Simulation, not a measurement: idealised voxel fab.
Presented below is a process module, voxel released beams.
The cross-section on display is named cut; it measures 285 nm wide, and its cells are 5 nm squares.
Each cross-section below is a grid of square cells, stated as bands in top-down order, with one or more rows of cells making up each band.
Heads up on the band format: heights come first, top then bottom, in nm. After that it's the materials left to right, each with its width in nm. A single material flagged "full width" fills the whole band edge to edge, and "blank" means there's empty space there.
Heights are measured from 0, the level below which the as-received wafer is all one material; the lowest band has no bottom and continues downward, written as in "0 and below".
Width "30..40": first value at the band's top row of cells, second value at its bottom row, equal change from row to row.
The designation "nothing got changed", where it is given for a processing step, indicates that no cell of the cross-section was altered in the course of that step.
Empty spaces without an open route to the top, at least 8 cells in extent, make up the entry "Catalogued sealed voids"; each is given as width x height at distance, where the distance is measured from the left edge, and all are in nm.
If you see something after the settings on a step's line, that's the simulator's own remark about that step.
For masked steps, "overlay nm" on the step line gives how far right of plan the mask actually lay; a minus sign means it lay to the left.

PLANNED STEP LIST FOR THE PROCESS
1) RECEIVE [material Si]
2) CONFORMAL_DEP [material Al2O3] [thk nm 5]
3) DIRECTIONAL_DEP [material SiO2] [thk nm 20]
4) MASKED_ETCH [tone open] [mask id ANCHOR] [width nm 35] [etch materials SiO2] [depth nm 20] [overlay nm 0]
5) CONFORMAL_DEP [material polySi] [thk nm 15]
6) MASKED_ETCH [tone cover] [mask id BEAM] [width nm 90] [etch materials polySi] [depth nm 15] [overlay nm 0]
7) STRIP [etch materials SiO2]

DELIVERED WAFER IN CROSS-SECTION: STATE AFTER STEP 1
> 0 and below = Si full width
> Catalogued sealed voids: none

POST-MODULE CROSS-SECTION OF THE FIRST OF TWO WAFERS (RUN PER PLAN)
> 40 down to 25 = blank=95  polySi=20  blank=5  polySi=65  blank=100
> 25 down to 20 = blank=100  polySi=15  blank=5  polySi=15  blank=150
> 20 down to 5 = blank=100  polySi=35  blank=150
> 5 down to 0 = Al2O3 full width
> 0 and below = Si full width
> Catalogued sealed voids: none

WHAT THE SECOND WAFER LOOKS LIKE IN CROSS-SECTION ONCE THE MODULE IS DONE. ITS START AND ITS PLAN MATCHED THE FIRST WAFER'S EXACTLY; WHAT DIFFERED WAS ONE MISTAKE IN HOW IT WAS RUN
> 40 down to 25 = blank=95  polySi=90  blank=100
> 25 down to 20 = Al2O3 full width
> 20 down to 0 = SiO2 full width
> 0 and below = Si full width
> Catalogued sealed voids: none
what went wrong: steps 2 and 3 of the plan were run in the wrong order, each in the other's place
FYI, end of process, the second wafer has more or fewer cells of some materials than the first: 228 more of SiO2, 24 fewer of polySi
